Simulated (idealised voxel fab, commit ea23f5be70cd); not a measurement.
process module | voxel tone inversion
cross-section cut | 225 nm wide | cells 5 nm
A cross-section is a grid of square cells, given in bands from the top down. A band is one or more rows of cells.
Each band's line starts with the height of the band's top and of its bottom, in nm. Then come its materials from left to right, each with its width in nm. One material with "throughout" fills the band from edge to edge. "air" is empty space.
Height 0 is the level under which the wafer as received is all one material. The lowest band goes on downwards, as in "0 down".
A width such as "30 to 40" changes by the same amount from each row of cells to the next, from the band's top row to its bottom row.
"no change" after a step means that no cell of the cross-section changed.
closed voids: empty space of 8 cells or more with no open way to the top, each as width x height at its distance from the left edge, in nm
after a step's settings: what the simulator itself notes on the step
overlay nm, on a step with a mask: how far to the right of its planned place the mask lay; to the left if negative
plan
1 op RECEIVE | material Si
2 op CONFORMAL_DEP | material SiCN | thk nm 5
3 op DIRECTIONAL_DEP | material polySi | thk nm 15
4 op PATTERN | tone cover | mask id POSTS | material resist | width nm 15 | pitch nm 50 | thk nm 20 | overlay nm 0
5 op DIRECTIONAL_ETCH | etch materials polySi | depth nm 15
6 op STRIP | etch materials resist
7 op FILL_DEP | material lowk | thk nm 10
8 op CMP | height nm 20
9 op STRIP | etch materials polySi
varied across the wafers: width nm of step 4. The plan shows the first wafer's value. All wafers start alike
first wafer as received, after step 1
  0 down: Si throughout
  closed voids: none
each wafer at the end: cells of each material gained (+) or lost (-) since it was received, then its closed voids
width nm 15 | +45 SiCN | +99 lowk | closed voids: none
width nm 20 | +45 SiCN | +87 lowk | closed voids: none
width nm 25 | +45 SiCN | +75 lowk | closed voids: none
width nm 30 | +45 SiCN | +63 lowk | closed voids: none
width nm 35 | +45 SiCN | +51 lowk | closed voids: none
